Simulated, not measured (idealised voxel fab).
The following process module bears the name voxel gate over fins.
Cross-section cut spans 280 nm and uses square cells 5 nm in size.
Cross-section = grid of square cells, listed top down in bands; band = one or more rows. Top, bottom (nm), then materials left to right with widths (nm); lone material tagged "throughout" fills the whole band edge to edge; "empty" = empty space. Convention: height 0 is the level below which the wafer, as received, is all one material. The lowest band does not terminate at the bottom but continues downward, represented as "top 0, no bottom". Quick explanation for "30->40": the width changes in equal steps down the rows of cells, from the first number in the band's top row to the second number in its bottom row. A step reported as "everything unchanged" is a step in which no cell of the cross-section changed. "Completely enclosed voids" means: voids of 8 cells or more that are shut off from the top with no open way through. Written width x height at distance, distance from the left edge, in nm. Whatever follows a step's settings on its line is a remark the simulator itself makes about that step. The line of a step may include "overlay nm". On a step with a mask, this value is how far to the right of its planned place the mask lay. A negative value means the mask lay to the left.

[Process steps (planned)]
1,RECEIVE with material Si
2,CONFORMAL_DEP with material SiN, thk nm 5
3,PATTERN with tone cover, mask id FINS, material resist, width nm 15, pitch nm 35, thk nm 15, overlay nm 0
4,DIRECTIONAL_ETCH with etch materials SiN, depth nm 5
5,DIRECTIONAL_ETCH with etch materials Si, depth nm 40
6,STRIP with etch materials resist
7,OXIDIZE with depth nm 5
8,FILL_DEP with material SiO2, thk nm 15
9,CMP with height nm 5
10,SELECTIVE_ETCH with etch materials SiO2, depth nm 15
11,STRIP with etch materials SiN
12,CONFORMAL_DEP with material HfO2, thk nm 5
13,CONFORMAL_DEP with material TiN, thk nm 5
14,CONFORMAL_DEP with material TiAl, thk nm 5
15,CONFORMAL_DEP with material TiN, thk nm 5
16,FILL_DEP with material W, thk nm 10
17,CMP with height nm 25
18,CONFORMAL_DEP with material SiN, thk nm 10

[Concerning the first of two wafers, which was run in accordance with the plan]

[Here's what the wafer looked like in cross-section when it arrived - that's after step 1]
top 0, no bottom = Si throughout
Completely enclosed voids: none

[Cross-section: wafer state after step 2]
top 5, bottom 0 = SiN throughout
No changes below 0.

[Cross-section: wafer state after step 3]
top 20, bottom 5 = empty 95  resist 15  empty 20  resist 15  empty 20  resist 15  empty 100
No changes below 5.

[Cross-section: wafer state after step 4]
top 20, bottom 5 = empty 95  resist 15  empty 20  resist 15  empty 20  resist 15  empty 100
top 5, bottom 0 = empty 95  SiN 15  empty 20  SiN 15  empty 20  SiN 15  empty 100
No changes below 0.

[Cross-section: wafer state after step 5]
top 20, bottom 5 = empty 95  resist 15  empty 20  resist 15  empty 20  resist 15  empty 100
top 5, bottom 0 = empty 95  SiN 15  empty 20  SiN 15  empty 20  SiN 15  empty 100
top 0, bottom -40 = empty 95  Si 15  empty 20  Si 15  empty 20  Si 15  empty 100
No changes below -40.

[Cross-section: wafer state after step 6]
top 5, bottom 0 = empty 95  SiN 15  empty 20  SiN 15  empty 20  SiN 15  empty 100
No changes below 0.

[Cross-section: wafer state after step 7]
top 5, bottom 0 = empty 95  SiN 15  empty 20  SiN 15  empty 20  SiN 15  empty 100
top 0, bottom -40 = empty 95  SiO2 5  Si 5  SiO2 5  empty 20  SiO2 5  Si 5  SiO2 5  empty 20  SiO2 5  Si 5  SiO2 5  empty 100
top -40, bottom -45 = SiO2 100  Si 5  SiO2 30  Si 5  SiO2 30  Si 5  SiO2 105
No changes below -45.

[Cross-section: wafer state after step 8]
top 20, bottom 5 = SiO2 throughout
top 5, bottom 0 = SiO2 95  SiN 15  SiO2 20  SiN 15  SiO2 20  SiN 15  SiO2 100
top 0, bottom -45 = SiO2 100  Si 5  SiO2 30  Si 5  SiO2 30  Si 5  SiO2 105
No changes below -45.

[Cross-section: wafer state after step 9]
top 5, bottom 0 = SiO2 95  SiN 15  SiO2 20  SiN 15  SiO2 20  SiN 15  SiO2 100
No changes below 0.

[Cross-section: wafer state after step 10]
top 5, bottom 0 = empty 95  SiN 15  empty 20  SiN 15  empty 20  SiN 15  empty 100
top 0, bottom -10 = empty 100  Si 5  empty 30  Si 5  empty 30  Si 5  empty 105
No changes below -10.

[Cross-section: wafer state after step 11]
top 0, bottom -10 = empty 100  Si 5  empty 30  Si 5  empty 30  Si 5  empty 105
No changes below -10.

[Cross-section: wafer state after step 12]
top 5, bottom 0 = empty 95  HfO2 15  empty 20  HfO2 15  empty 20  HfO2 15  empty 100
top 0, bottom -5 = empty 95  HfO2 5  Si 5  HfO2 5  empty 20  HfO2 5  Si 5  HfO2 5  empty 20  HfO2 5  Si 5  HfO2 5  empty 100
top -5, bottom -10 = HfO2 100  Si 5  HfO2 30  Si 5  HfO2 30  Si 5  HfO2 105
No changes below -10.

[Cross-section: wafer state after step 13]
top 10, bottom 5 = empty 90  TiN 25  empty 10  TiN 25  empty 10  TiN 25  empty 95
top 5, bottom 0 = empty 90  TiN 5  HfO2 15  TiN 5  empty 10  TiN 5  HfO2 15  TiN 5  empty 10  TiN 5  HfO2 15  TiN 5  empty 95
top 0, bottom -5 = TiN 95  HfO2 5  Si 5  HfO2 5  TiN 20  HfO2 5  Si 5  HfO2 5  TiN 20  HfO2 5  Si 5  HfO2 5  TiN 100
No changes below -5.

[Cross-section: wafer state after step 14]
top 15, bottom 10 = empty 85  TiAl 105  empty 90
top 10, bottom 5 = empty 85  TiAl 5  TiN 25  TiAl 10  TiN 25  TiAl 10  TiN 25  TiAl 5  empty 90
top 5, bottom 0 = TiAl 90  TiN 5  HfO2 15  TiN 5  TiAl 10  TiN 5  HfO2 15  TiN 5  TiAl 10  TiN 5  HfO2 15  TiN 5  TiAl 95
No changes below 0.

[Cross-section: wafer state after step 15]
top 20, bottom 15 = empty 80  TiN 115  empty 85
top 15, bottom 10 = empty 80  TiN 5  TiAl 105  TiN 5  empty 85
top 10, bottom 5 = TiN 85  TiAl 5  TiN 25  TiAl 10  TiN 25  TiAl 10  TiN 25  TiAl 5  TiN 90
No changes below 5.

[Cross-section: wafer state after step 16]
top 30, bottom 20 = W throughout
top 20, bottom 15 = W 80  TiN 115  W 85
top 15, bottom 10 = W 80  TiN 5  TiAl 105  TiN 5  W 85
No changes below 10.

[Cross-section: wafer state after step 17]
top 25, bottom 20 = W throughout
No changes below 20.

[Cross-section: wafer state after step 18]
top 35, bottom 25 = SiN throughout
No changes below 25.

[The Second Wafer: Common Origin and Plan, One Mistake in Execution, Identical to the First Through Step 2]

[Second wafer at the planned finish of step 3, seen in cross-section]
top 20, bottom 5 = empty 90  resist 15  empty 20  resist 15  empty 20  resist 15  empty 105
No changes below 5.

[Second wafer at the planned finish of step 4, seen in cross-section]
top 20, bottom 5 = empty 90  resist 15  empty 20  resist 15  empty 20  resist 15  empty 105
top 5, bottom 0 = empty 90  SiN 15  empty 20  SiN 15  empty 20  SiN 15  empty 105
No changes below 0.

[Second wafer at the planned finish of step 5, seen in cross-section]
top 20, bottom 5 = empty 90  resist 15  empty 20  resist 15  empty 20  resist 15  empty 105
top 5, bottom 0 = empty 90  SiN 15  empty 20  SiN 15  empty 20  SiN 15  empty 105
top 0, bottom -40 = empty 90  Si 15  empty 20  Si 15  empty 20  Si 15  empty 105
No changes below -40.

[Second wafer at the planned finish of step 6, seen in cross-section]
top 5, bottom 0 = empty 90  SiN 15  empty 20  SiN 15  empty 20  SiN 15  empty 105
No changes below 0.

[Second wafer at the planned finish of step 7, seen in cross-section]
top 5, bottom 0 = empty 90  SiN 15  empty 20  SiN 15  empty 20  SiN 15  empty 105
top 0, bottom -40 = empty 90  SiO2 5  Si 5  SiO2 5  empty 20  SiO2 5  Si 5  SiO2 5  empty 20  SiO2 5  Si 5  SiO2 5  empty 105
top -40, bottom -45 = SiO2 95  Si 5  SiO2 30  Si 5  SiO2 30  Si 5  SiO2 110
No changes below -45.

[Second wafer at the planned finish of step 8, seen in cross-section]
top 20, bottom 5 = SiO2 throughout
top 5, bottom 0 = SiO2 90  SiN 15  SiO2 20  SiN 15  SiO2 20  SiN 15  SiO2 105
top 0, bottom -45 = SiO2 95  Si 5  SiO2 30  Si 5  SiO2 30  Si 5  SiO2 110
No changes below -45.

[Second wafer at the planned finish of step 9, seen in cross-section]
top 5, bottom 0 = SiO2 90  SiN 15  SiO2 20  SiN 15  SiO2 20  SiN 15  SiO2 105
No changes below 0.

[Second wafer at the planned finish of step 10, seen in cross-section]
top 5, bottom 0 = empty 90  SiN 15  empty 20  SiN 15  empty 20  SiN 15  empty 105
top 0, bottom -10 = empty 95  Si 5  empty 30  Si 5  empty 30  Si 5  empty 110
No changes below -10.

[Second wafer at the planned finish of step 11, seen in cross-section]
top 0, bottom -10 = empty 95  Si 5  empty 30  Si 5  empty 30  Si 5  empty 110
No changes below -10.

[Second wafer at the planned finish of step 12, seen in cross-section]
top 5, bottom 0 = empty 90  HfO2 15  empty 20  HfO2 15  empty 20  HfO2 15  empty 105
top 0, bottom -5 = empty 90  HfO2 5  Si 5  HfO2 5  empty 20  HfO2 5  Si 5  HfO2 5  empty 20  HfO2 5  Si 5  HfO2 5  empty 105
top -5, bottom -10 = HfO2 95  Si 5  HfO2 30  Si 5  HfO2 30  Si 5  HfO2 110
No changes below -10.

[Second wafer at the planned finish of step 13, seen in cross-section]
top 10, bottom 5 = empty 85  TiN 25  empty 10  TiN 25  empty 10  TiN 25  empty 100
top 5, bottom 0 = empty 85  TiN 5  HfO2 15  TiN 5  empty 10  TiN 5  HfO2 15  TiN 5  empty 10  TiN 5  HfO2 15  TiN 5  empty 100
top 0, bottom -5 = TiN 90  HfO2 5  Si 5  HfO2 5  TiN 20  HfO2 5  Si 5  HfO2 5  TiN 20  HfO2 5  Si 5  HfO2 5  TiN 105
No changes below -5.

[Second wafer at the planned finish of step 14, seen in cross-section]
top 15, bottom 10 = empty 80  TiAl 105  empty 95
top 10, bottom 5 = empty 80  TiAl 5  TiN 25  TiAl 10  TiN 25  TiAl 10  TiN 25  TiAl 5  empty 95
top 5, bottom 0 = TiAl 85  TiN 5  HfO2 15  TiN 5  TiAl 10  TiN 5  HfO2 15  TiN 5  TiAl 10  TiN 5  HfO2 15  TiN 5  TiAl 100
No changes below 0.

[Second wafer at the planned finish of step 15, seen in cross-section]
top 20, bottom 15 = empty 75  TiN 115  empty 90
top 15, bottom 10 = empty 75  TiN 5  TiAl 105  TiN 5  empty 90
top 10, bottom 5 = TiN 80  TiAl 5  TiN 25  TiAl 10  TiN 25  TiAl 10  TiN 25  TiAl 5  TiN 95
No changes below 5.

[Second wafer at the planned finish of step 16, seen in cross-section]
top 30, bottom 20 = W throughout
top 20, bottom 15 = W 75  TiN 115  W 90
top 15, bottom 10 = W 75  TiN 5  TiAl 105  TiN 5  W 90
No changes below 10.

[Second wafer at the planned finish of step 17, seen in cross-section]
top 25, bottom 20 = W throughout
No changes below 20.

[Second wafer at the planned finish of step 18, seen in cross-section]
top 35, bottom 25 = SiN throughout
No changes below 25.
Heads up, the wafer didn't run the way we planned it: it should be noted that step 3 was executed with settings other than those planned, the operation and settings actually applied being PATTERN with tone cover, mask id FINS, material resist, width nm 15, pitch nm 35, thk nm 15, overlay nm -5
Upon completion, the cell count for each material on the second wafer equals that on the first, whereas the spatial distribution of those cells differs.
